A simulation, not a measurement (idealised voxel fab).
Process module in this document: voxel quadruple lines
This is section cut - it's 265 nm across, gridded in 5 nm square cells.
How to read a cross-section here: the picture is a grid of square cells, written as bands going from the top down, and any band can span one or more rows of cells.
A band entry consists of two parts. The first gives the height of the band's top and the height of its bottom, in nm. The rest lists the band's materials from left to right, each with its width in nm. A single material labelled with the word "full width" fills the band from edge to edge, and the word "empty" marks empty space.
Height 0 is the level under which the wafer as received is all one material. The lowest band goes on downwards, as in "0 and below".
Top row gets the first number, bottom row gets the second, and each row in between changes by the same step: that is how a band width like "30..40" works.
A step reported as "nothing changed" is a step in which no cell of the cross-section changed.
For the entry "Closed cavities", the listed items are empty spaces with no open way to the top whose size is 8 cells or more; each item follows the pattern width x height at distance, where distance is from the left edge and all three are in nm.
On each step's line, the part that comes after the settings is the simulator's own comment on the step.
A step line may carry the setting "overlay nm", which, for steps involving a mask, states the distance by which the mask lay to the right of its intended position; negative values denote displacement to the left.

## So here's the lineup of process steps we planned
1,RECEIVE,material Si
2,CONFORMAL_DEP,material SiO2,thk nm 5
3,DIRECTIONAL_DEP,material W,thk nm 10
4,DIRECTIONAL_DEP,material polySi,thk nm 20
5,DIRECTIONAL_DEP,material aC,thk nm 20
6,PATTERN,tone cover,mask id MANDREL,material resist,width nm 25,pitch nm 80,thk nm 25,overlay nm 0
7,DIRECTIONAL_ETCH,etch materials aC,depth nm 20
8,STRIP,etch materials resist
9,CONFORMAL_DEP,material SiO2,thk nm 15
10,DIRECTIONAL_ETCH,etch materials SiO2,depth nm 15
11,STRIP,etch materials aC
12,DIRECTIONAL_ETCH,etch materials polySi,depth nm 20
13,STRIP,etch materials SiO2
14,CONFORMAL_DEP,material SiN,thk nm 5
15,DIRECTIONAL_ETCH,etch materials SiN,depth nm 5
16,STRIP,etch materials polySi
17,DIRECTIONAL_ETCH,etch materials W,depth nm 10
18,STRIP,etch materials SiN
19,FILL_DEP,material lowk,thk nm 10
20,CMP,height nm 15

## Cross-section of the wafer upon arrival, representing the state reached after step 1
    0 and below = Si full width
    Closed cavities: none

## Here's the cross-section of the first of our two wafers at the end of the module - it ran as planned
    15 down to 5 = lowk 60; W 5; lowk 15; W 5; lowk 15; W 5; lowk 15; W 5; lowk 15; W 5; lowk 15; W 5; lowk 15; W 5; lowk 15; W 5; lowk 60
    5 down to 0 = SiO2 full width
    0 and below = Si full width
    Closed cavities: none

## So this is wafer number two of the two, cut at the end of the module - it started where the first did and had the same plan, we just got one thing wrong running it
    10 down to 5 = lowk 60; W 5; lowk 15; W 5; lowk 15; W 5; lowk 15; W 5; lowk 15; W 5; lowk 15; W 5; lowk 15; W 5; lowk 15; W 5; lowk 60
    5 down to 0 = SiO2 full width
    0 and below = Si full width
    Closed cavities: none
Processing error: step 20, actual vs plan mismatch, actual run CMP,height nm 10
Final wafer comparison in cells, second versus first, more or fewer per material: W: 8 fewer; lowk: 45 fewer
